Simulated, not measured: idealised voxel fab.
The following process module bears the name voxel spacer lines.
Cross-section cut spans 280 nm and uses square cells 5 nm in size.
Notation: cross-section as square-cell grid; stated in bands, top first, going down; one or more cell rows per band.
Read a band's entry like this: the first values are the height of its top and the height of its bottom in nm, and what follows is the sequence of materials from left to right, each with its width in nm. Note that "air" is empty space, and that a single material marked "everywhere" reaches across the band from edge to edge.
Heights are expressed relative to 0, this being the level below which the as-received wafer comprises one material exclusively. The lowest band is unbounded in the downward direction and is denoted as in "0 and below".
Width "30->40": first value at the band's top row of cells, second value at its bottom row, equal change from row to row.
Any step labelled "remained unchanged" changed none of the cells in the cross-section.
In the "Catalogued sealed voids" entry, you get each enclosed empty space of 8 cells or more, one with no open way to the top, written width x height at distance, distance from the left edge, in nm.
Post-settings text on a step line: simulator's own remark regarding the step.
What "overlay nm" on a step's line means: if the step has a mask, that mask lay this far to the right of its planned place, or, when the value is negative, to the left.
List of planned process steps:
1,RECEIVE: material Si
2,CONFORMAL_DEP: material Al2O3, thk nm 5
3,DIRECTIONAL_DEP: material polySi, thk nm 10
4,DIRECTIONAL_DEP: material aC, thk nm 20
5,PATTERN: tone cover, mask id MANDREL, material resist, width nm 15, pitch nm 60, thk nm 30, overlay nm 0
6,DIRECTIONAL_ETCH: etch materials aC, depth nm 20
7,STRIP: etch materials resist
8,CONFORMAL_DEP: material SiO2, thk nm 15
9,DIRECTIONAL_ETCH: etch materials SiO2, depth nm 15
10,STRIP: etch materials aC
11,DIRECTIONAL_ETCH: etch materials polySi, depth nm 10
12,STRIP: etch materials SiO2
Every wafer here starts from the same state; it is the step 5 width nm that distinguishes them, and the value the plan gives belongs to the first wafer.
Here's the first of the wafers in cross-section, just as we got it, i.e. after step 1:
- 0 and below  Si everywhere
- Catalogued sealed voids: none
Wafer cross-section (first of several) - module end, post step 12 (last step):
- 15 down to 5  55 nm air  15 nm polySi  15 nm air  15 nm polySi  15 nm air  15 nm polySi  15 nm air  15 nm polySi  15 nm air  15 nm polySi  15 nm air  15 nm polySi  60 nm air
- 5 down to 0  Al2O3 everywhere
- 0 and below  Si everywhere
- Catalogued sealed voids: none
The last wafer as seen in cross-section at the end of the module:
- 15 down to 5  50 nm air  15 nm polySi  30 nm air  30 nm polySi  30 nm air  30 nm polySi  30 nm air  15 nm polySi  50 nm air
- 5 down to 0  Al2O3 everywhere
- 0 and below  Si everywhere
- Catalogued sealed voids: none
For your reference, the table is organized with a row per wafer; each row reflects the wafer at the end of the module, indicating for each material the cells gained (+) or lost (-) since receipt, and thereafter its closed voids:
width nm 15 | +56 Al2O3 | +36 polySi | Catalogued sealed voids: none
width nm 20 | +56 Al2O3 | +36 polySi | Catalogued sealed voids: none
width nm 25 | +56 Al2O3 | +36 polySi | Catalogued sealed voids: none
width nm 30 | +56 Al2O3 | +36 polySi | Catalogued sealed voids: none
